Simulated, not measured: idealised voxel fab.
process module | voxel transistor to metal
cross-section cut | 175 nm wide | cells 5 nm
A cross-section is a grid of square cells, given in bands from the top down. A band is one or more rows of cells.
Each band's line starts with the height of the band's top and of its bottom, in nm. Then come its materials from left to right, each with its width in nm. One material with "throughout" fills the band from edge to edge. "air" is empty space.
Height 0 is the level under which the wafer as received is all one material. The lowest band goes on downwards, as in "0 down".
A width such as "30 to 40" changes by the same amount from each row of cells to the next, from the band's top row to its bottom row.
"no change" after a step means that no cell of the cross-section changed.
closed voids: empty space of 8 cells or more with no open way to the top, each as width x height at its distance from the left edge, in nm
after a step's settings: what the simulator itself notes on the step
overlay nm, on a step with a mask: how far to the right of its planned place the mask lay; to the left if negative
plan
1 op RECEIVE | material Si
2 op OXIDIZE | depth nm 5
3 op CONFORMAL_DEP | material SiN | thk nm 10
4 op DIRECTIONAL_DEP | material aC | thk nm 10
5 op PATTERN | tone cover | mask id ACTIVE | material resist | width nm 105 | thk nm 30 | overlay nm 0
6 op DIRECTIONAL_ETCH | etch materials aC | depth nm 10
7 op STRIP | etch materials resist
8 op DIRECTIONAL_ETCH | etch materials SiN | depth nm 10
9 op DIRECTIONAL_ETCH | etch materials SiO2 | depth nm 5
10 op DIRECTIONAL_ETCH | etch materials Si | depth nm 25
11 op STRIP | etch materials aC
12 op FILL_DEP | material SiO2 | thk nm 15
13 op CMP | height nm 10
14 op SELECTIVE_ETCH | etch materials SiO2 | depth nm 5
15 op STRIP | etch materials SiN
16 op SELECTIVE_ETCH | etch materials SiO2 | depth nm 5
17 op OXIDIZE | depth nm 5
18 op DIRECTIONAL_DEP | material polySi | thk nm 30
19 op DIRECTIONAL_DEP | material SiCN | thk nm 15
20 op PATTERN | tone cover | mask id GATE | material resist | width nm 15 | thk nm 20 | overlay nm 0
21 op DIRECTIONAL_ETCH | etch materials SiCN | depth nm 25
22 op DIRECTIONAL_ETCH | etch materials polySi | depth nm 40
23 op STRIP | etch materials resist
24 op CONFORMAL_DEP | material SiO2 | thk nm 5
25 op DIRECTIONAL_ETCH | etch materials SiO2 | depth nm 5
26 op CONFORMAL_DEP | material SiN | thk nm 10
27 op DIRECTIONAL_ETCH | etch materials SiN | depth nm 10
28 op DIRECTIONAL_ETCH | etch materials SiO2 | depth nm 5
29 op DIRECTIONAL_ETCH | etch materials Si | depth nm 15
30 op EPI | material pSi | thk nm 20
31 op FILL_DEP | material SiO2 | thk nm 5
32 op CMP | height nm 40
33 op DIRECTIONAL_DEP | material SiO2 | thk nm 15
34 op PATTERN | tone open | mask id CONTACT | material resist | width nm 20 | pitch nm 65 | thk nm 20 | overlay nm 0
35 op DIRECTIONAL_ETCH | etch materials SiO2 | depth nm 45
36 op STRIP | etch materials resist
37 op CONFORMAL_DEP | material TiN | thk nm 5
38 op FILL_DEP | material Ru | thk nm 5
39 op CMP | height nm 55
40 op DIRECTIONAL_DEP | material TiN | thk nm 5
41 op DIRECTIONAL_DEP | material Ru | thk nm 25
42 op PATTERN | tone cover | mask id METAL_1 | material resist | width nm 20 | pitch nm 65 | thk nm 20 | overlay nm 0
43 op DIRECTIONAL_ETCH | etch materials Ru | depth nm 25
44 op DIRECTIONAL_ETCH | etch materials TiN | depth nm 5
45 op STRIP | etch materials resist
46 op FILL_DEP | material SiO2 | thk nm 5
47 op CMP | height nm 85
48 op CONFORMAL_DEP | material SiN | thk nm 5
first wafer, as planned
as received, after step 1
  0 down: Si throughout
  closed voids: none
after step 2
  0 to -5: SiO2 throughout
  below -5: unchanged
after step 3
  10 to 0: SiN throughout
  below 0: unchanged
after step 4
  20 to 10: aC throughout
  below 10: unchanged
after step 5
  50 to 20: air 35 | resist 105 | air 35
  below 20: unchanged
after step 6
  40 to 20: air 35 | resist 105 | air 35
  20 to 10: air 35 | aC 105 | air 35
  below 10: unchanged
after step 7
  20 to 10: air 35 | aC 105 | air 35
  below 10: unchanged
after step 8
  20 to 10: air 35 | aC 105 | air 35
  10 to 0: air 35 | SiN 105 | air 35
  below 0: unchanged
after step 9
  20 to 10: air 35 | aC 105 | air 35
  10 to 0: air 35 | SiN 105 | air 35
  0 to -5: air 35 | SiO2 105 | air 35
  below -5: unchanged
after step 10
  20 to 10: air 35 | aC 105 | air 35
  10 to 0: air 35 | SiN 105 | air 35
  0 to -5: air 35 | SiO2 105 | air 35
  -5 to -30: air 35 | Si 105 | air 35
  below -30: unchanged
after step 11
  10 to 0: air 35 | SiN 105 | air 35
  below 0: unchanged
after step 12
  25 to 10: SiO2 throughout
  10 to 0: SiO2 35 | SiN 105 | SiO2 35
  0 to -5: SiO2 throughout
  -5 to -30: SiO2 35 | Si 105 | SiO2 35
  below -30: unchanged
after step 13
  10 to 0: SiO2 35 | SiN 105 | SiO2 35
  below 0: unchanged
after step 14
  10 to 5: air 35 | SiN 105 | air 35
  below 5: unchanged
after step 15
  5 to 0: SiO2 35 | air 105 | SiO2 35
  below 0: unchanged
after step 16
  0 to -5: SiO2 30 | air 115 | SiO2 30
  below -5: unchanged
after step 17
  0 to -5: SiO2 30 | air 115 | SiO2 30
  -5 to -10: SiO2 throughout
  below -10: unchanged
after step 18
  30 to 25: polySi 30 | air 115 | polySi 30
  25 to 0: polySi throughout
  0 to -5: SiO2 30 | polySi 115 | SiO2 30
  below -5: unchanged
after step 19
  45 to 40: SiCN 30 | air 115 | SiCN 30
  40 to 30: SiCN throughout
  30 to 25: polySi 30 | SiCN 115 | polySi 30
  below 25: unchanged
after step 20
  65 to 45: air 80 | resist 15 | air 80
  45 to 40: SiCN 30 | air 50 | resist 15 | air 50 | SiCN 30
  below 40: unchanged
after step 21
  65 to 40: air 80 | resist 15 | air 80
  40 to 30: air 80 | SiCN 15 | air 80
  30 to 25: polySi 30 | air 50 | SiCN 15 | air 50 | polySi 30
  below 25: unchanged
after step 22
  65 to 40: air 80 | resist 15 | air 80
  40 to 25: air 80 | SiCN 15 | air 80
  25 to 0: air 80 | polySi 15 | air 80
  0 to -5: SiO2 30 | air 50 | polySi 15 | air 50 | SiO2 30
  below -5: unchanged
after step 23
  40 to 25: air 80 | SiCN 15 | air 80
  below 25: unchanged
after step 24
  45 to 40: air 75 | SiO2 25 | air 75
  40 to 25: air 75 | SiO2 5 | SiCN 15 | SiO2 5 | air 75
  25 to 5: air 75 | SiO2 5 | polySi 15 | SiO2 5 | air 75
  5 to 0: SiO2 35 | air 40 | SiO2 5 | polySi 15 | SiO2 5 | air 40 | SiO2 35
  0 to -5: SiO2 80 | polySi 15 | SiO2 80
  below -5: unchanged
after step 25
  40 to 25: air 75 | SiO2 5 | SiCN 15 | SiO2 5 | air 75
  25 to 0: air 75 | SiO2 5 | polySi 15 | SiO2 5 | air 75
  0 to -5: SiO2 35 | air 40 | SiO2 5 | polySi 15 | SiO2 5 | air 40 | SiO2 35
  below -5: unchanged
after step 26
  50 to 40: air 65 | SiN 45 | air 65
  40 to 25: air 65 | SiN 10 | SiO2 5 | SiCN 15 | SiO2 5 | SiN 10 | air 65
  25 to 10: air 65 | SiN 10 | SiO2 5 | polySi 15 | SiO2 5 | SiN 10 | air 65
  10 to 5: SiN 45 | air 20 | SiN 10 | SiO2 5 | polySi 15 | SiO2 5 | SiN 10 | air 20 | SiN 45
  5 to 0: SiN 75 | SiO2 5 | polySi 15 | SiO2 5 | SiN 75
  0 to -5: SiO2 35 | SiN 40 | SiO2 5 | polySi 15 | SiO2 5 | SiN 40 | SiO2 35
  below -5: unchanged
after step 27
  40 to 25: air 65 | SiN 10 | SiO2 5 | SiCN 15 | SiO2 5 | SiN 10 | air 65
  25 to 0: air 65 | SiN 10 | SiO2 5 | polySi 15 | SiO2 5 | SiN 10 | air 65
  0 to -5: SiO2 35 | SiN 10 | air 20 | SiN 10 | SiO2 5 | polySi 15 | SiO2 5 | SiN 10 | air 20 | SiN 10 | SiO2 35
  below -5: unchanged
after step 28
  40 to 35: air 65 | SiN 10 | air 5 | SiCN 15 | air 5 | SiN 10 | air 65
  35 to 25: air 65 | SiN 10 | SiO2 5 | SiCN 15 | SiO2 5 | SiN 10 | air 65
  25 to 0: air 65 | SiN 10 | SiO2 5 | polySi 15 | SiO2 5 | SiN 10 | air 65
  0 to -5: air 35 | SiN 10 | air 20 | SiN 10 | SiO2 5 | polySi 15 | SiO2 5 | SiN 10 | air 20 | SiN 10 | air 35
  -5 to -10: SiO2 45 | air 20 | SiO2 45 | air 20 | SiO2 45
  below -10: unchanged
after step 29
  40 to 35: air 65 | SiN 10 | air 5 | SiCN 15 | air 5 | SiN 10 | air 65
  35 to 25: air 65 | SiN 10 | SiO2 5 | SiCN 15 | SiO2 5 | SiN 10 | air 65
  25 to 0: air 65 | SiN 10 | SiO2 5 | polySi 15 | SiO2 5 | SiN 10 | air 65
  0 to -5: air 35 | SiN 10 | air 20 | SiN 10 | SiO2 5 | polySi 15 | SiO2 5 | SiN 10 | air 20 | SiN 10 | air 35
  -5 to -10: SiO2 45 | air 20 | SiO2 45 | air 20 | SiO2 45
  -10 to -25: SiO2 35 | Si 10 | air 20 | Si 45 | air 20 | Si 10 | SiO2 35
  below -25: unchanged
after step 30
  40 to 35: air 65 | SiN 10 | air 5 | SiCN 15 | air 5 | SiN 10 | air 65
  35 to 25: air 65 | SiN 10 | SiO2 5 | SiCN 15 | SiO2 5 | SiN 10 | air 65
  25 to 10: air 65 | SiN 10 | SiO2 5 | polySi 15 | SiO2 5 | SiN 10 | air 65
  10 to 0: air 35 | pSi 30 | SiN 10 | SiO2 5 | polySi 15 | SiO2 5 | SiN 10 | pSi 30 | air 35
  0 to -5: air 35 | SiN 10 | pSi 20 | SiN 10 | SiO2 5 | polySi 15 | SiO2 5 | SiN 10 | pSi 20 | SiN 10 | air 35
  -5 to -10: SiO2 45 | pSi 20 | SiO2 45 | pSi 20 | SiO2 45
  -10 to -25: SiO2 35 | Si 10 | pSi 20 | Si 45 | pSi 20 | Si 10 | SiO2 35
  below -25: unchanged
after step 31
  45 to 40: SiO2 throughout
  40 to 25: SiO2 65 | SiN 10 | SiO2 5 | SiCN 15 | SiO2 5 | SiN 10 | SiO2 65
  25 to 10: SiO2 65 | SiN 10 | SiO2 5 | polySi 15 | SiO2 5 | SiN 10 | SiO2 65
  10 to 0: SiO2 35 | pSi 30 | SiN 10 | SiO2 5 | polySi 15 | SiO2 5 | SiN 10 | pSi 30 | SiO2 35
  0 to -5: SiO2 35 | SiN 10 | pSi 20 | SiN 10 | SiO2 5 | polySi 15 | SiO2 5 | SiN 10 | pSi 20 | SiN 10 | SiO2 35
  below -5: unchanged
after step 32
  40 to 25: SiO2 65 | SiN 10 | SiO2 5 | SiCN 15 | SiO2 5 | SiN 10 | SiO2 65
  below 25: unchanged
after step 33
  55 to 40: SiO2 throughout
  below 40: unchanged
after step 34
  75 to 55: resist 45 | air 20 | resist 45 | air 20 | resist 45
  below 55: unchanged
after step 35
  75 to 55: resist 45 | air 20 | resist 45 | air 20 | resist 45
  55 to 40: SiO2 45 | air 20 | SiO2 45 | air 20 | SiO2 45
  40 to 25: SiO2 45 | air 20 | SiN 10 | SiO2 5 | SiCN 15 | SiO2 5 | SiN 10 | air 20 | SiO2 45
  25 to 10: SiO2 45 | air 20 | SiN 10 | SiO2 5 | polySi 15 | SiO2 5 | SiN 10 | air 20 | SiO2 45
  below 10: unchanged
after step 36
  55 to 40: SiO2 45 | air 20 | SiO2 45 | air 20 | SiO2 45
  below 40: unchanged
after step 37
  60 to 55: TiN 50 | air 10 | TiN 55 | air 10 | TiN 50
  55 to 40: SiO2 45 | TiN 5 | air 10 | TiN 5 | SiO2 45 | TiN 5 | air 10 | TiN 5 | SiO2 45
  40 to 25: SiO2 45 | TiN 5 | air 10 | TiN 5 | SiN 10 | SiO2 5 | SiCN 15 | SiO2 5 | SiN 10 | TiN 5 | air 10 | TiN 5 | SiO2 45
  25 to 15: SiO2 45 | TiN 5 | air 10 | TiN 5 | SiN 10 | SiO2 5 | polySi 15 | SiO2 5 | SiN 10 | TiN 5 | air 10 | TiN 5 | SiO2 45
  15 to 10: SiO2 45 | TiN 20 | SiN 10 | SiO2 5 | polySi 15 | SiO2 5 | SiN 10 | TiN 20 | SiO2 45
  below 10: unchanged
after step 38
  65 to 60: Ru throughout
  60 to 55: TiN 50 | Ru 10 | TiN 55 | Ru 10 | TiN 50
  55 to 40: SiO2 45 | TiN 5 | Ru 10 | TiN 5 | SiO2 45 | TiN 5 | Ru 10 | TiN 5 | SiO2 45
  40 to 25: SiO2 45 | TiN 5 | Ru 10 | TiN 5 | SiN 10 | SiO2 5 | SiCN 15 | SiO2 5 | SiN 10 | TiN 5 | Ru 10 | TiN 5 | SiO2 45
  25 to 15: SiO2 45 | TiN 5 | Ru 10 | TiN 5 | SiN 10 | SiO2 5 | polySi 15 | SiO2 5 | SiN 10 | TiN 5 | Ru 10 | TiN 5 | SiO2 45
  below 15: unchanged
after step 39
  55 to 40: SiO2 45 | TiN 5 | Ru 10 | TiN 5 | SiO2 45 | TiN 5 | Ru 10 | TiN 5 | SiO2 45
  below 40: unchanged
after step 40
  60 to 55: TiN throughout
  below 55: unchanged
after step 41
  85 to 60: Ru throughout
  below 60: unchanged
after step 42
  105 to 85: air 45 | resist 20 | air 45 | resist 20 | air 45
  below 85: unchanged
after step 43
  105 to 85: air 45 | resist 20 | air 45 | resist 20 | air 45
  85 to 60: air 45 | Ru 20 | air 45 | Ru 20 | air 45
  below 60: unchanged
after step 44
  105 to 85: air 45 | resist 20 | air 45 | resist 20 | air 45
  85 to 60: air 45 | Ru 20 | air 45 | Ru 20 | air 45
  60 to 55: air 45 | TiN 20 | air 45 | TiN 20 | air 45
  below 55: unchanged
after step 45
  85 to 60: air 45 | Ru 20 | air 45 | Ru 20 | air 45
  below 60: unchanged
after step 46
  90 to 85: SiO2 throughout
  85 to 60: SiO2 45 | Ru 20 | SiO2 45 | Ru 20 | SiO2 45
  60 to 55: SiO2 45 | TiN 20 | SiO2 45 | TiN 20 | SiO2 45
  below 55: unchanged
after step 47
  85 to 60: SiO2 45 | Ru 20 | SiO2 45 | Ru 20 | SiO2 45
  below 60: unchanged
after step 48
  90 to 85: SiN throughout
  below 85: unchanged
second wafer: like start, like plan, one mistake. Through step 46 it matches the first wafer
when step 47 should have ended
  80 to 60: SiO2 45 | Ru 20 | SiO2 45 | Ru 20 | SiO2 45
  below 60: unchanged
when step 48 should have ended
  85 to 80: SiN throughout
  below 80: unchanged
what went wrong: step 47 ran as: op CMP | height nm 80
at the end the second wafer has, in cells: 8 fewer of Ru | 27 fewer of SiO2
